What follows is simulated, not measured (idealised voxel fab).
The following is a process module called voxel ribs on slabs.
Section shown: cut. Width: 150 nm. Cell size: 5 nm, square.
For the purposes of this document, a cross-section shall be understood as a grid of square cells, specified as bands listed in top-to-bottom order, each band consisting of one or more rows of cells.
The entry gives the band's vertical extent as a top height and a bottom height in nm, then its horizontal make-up as materials from left to right, each with a width in nm. "blank" stands for empty space; a single material marked "full width" fills the band edge to edge.
Basically, 0 is our baseline, since under it the wafer straight out of the box is all one material. The bottom band has no lower end and keeps on going down, so it looks like "0 and below".
The expression "30 to 40" gives the width at the extremes of the band, the first number at its top row of cells and the second at its bottom row, with the width changing by equal amounts from each row to the next in between.
You'll sometimes find "nothing got changed" written for a step, and that's the way of saying that nowhere in the cross-section did a cell change during that step.
Under "Enclosed cavity list" you'll find the enclosed gaps, the ones with no way out to the top, that are 8 cells or bigger; each reads width x height at distance, with distance counted from the left edge, everything in nm.
It should be noted that, on the line of a given step, the content following the step's settings is a remark produced by the simulator itself with respect to that step.
The optional step-line setting "overlay nm" applies to steps with a mask and quantifies how far to the right of its planned location the mask lay, a negative value indicating leftward placement.

-- Planned process steps
1) RECEIVE: material Si
2) DIRECTIONAL_DEP: material SiO2, thk nm 25
3) DIRECTIONAL_DEP: material polySi, thk nm 25
4) MASKED_ETCH: tone cover, mask id RIB, width nm 20, etch materials polySi, depth nm 5, overlay nm 0
5) MASKED_ETCH: tone cover, mask id SLAB, width nm 50, etch materials polySi, depth nm 20, overlay nm 0
6) FILL_DEP: material SiO2, thk nm 25
7) CMP: height nm 65
8) DIRECTIONAL_DEP: material W, thk nm 5
9) DIRECTIONAL_DEP: material aC, thk nm 10
10) PATTERN: tone cover, mask id HEATER, material resist, width nm 30, thk nm 25, overlay nm 0
11) DIRECTIONAL_ETCH: etch materials aC, depth nm 10
12) STRIP: etch materials resist
13) DIRECTIONAL_ETCH: etch materials W, depth nm 5
14) STRIP: etch materials aC
15) CONFORMAL_DEP: material SiN, thk nm 5

-- As-received state of the wafer in cross-section, equivalent to post-step 1
> 0 and below = Si full width
> Enclosed cavity list: none

-- As-planned run: cross-section of the first of two wafers at end of module
> 75 down to 70 = blank=55, then SiN=40, then blank=55
> 70 down to 65 = SiN=60, then W=30, then SiN=60
> 65 down to 50 = SiO2 full width
> 50 down to 45 = SiO2=65, then polySi=20, then SiO2=65
> 45 down to 25 = SiO2=50, then polySi=50, then SiO2=50
> 25 down to 0 = SiO2 full width
> 0 and below = Si full width
> Enclosed cavity list: none

-- Wafer two, sectioned after the module: the first wafer's start, the first wafer's plan, and one mistake in how it was run
> 75 down to 70 = blank=55, then SiN=40, then blank=55
> 70 down to 65 = SiN=60, then W=30, then SiN=60
> 65 down to 60 = SiO2 full width
> 60 down to 55 = SiO2=65, then polySi=20, then SiO2=65
> 55 down to 35 = SiO2=50, then polySi=50, then SiO2=50
> 35 down to 25 = polySi full width
> 25 down to 0 = SiO2 full width
> 0 and below = Si full width
> Enclosed cavity list: none
Where did the run depart from the plan? heads up, step 3 didn't go per plan, it actually ran as DIRECTIONAL_DEP: material polySi, thk nm 35
At the finish, the second wafer shows more or fewer cells for some materials than the first does: SiO2 -60 | polySi +60
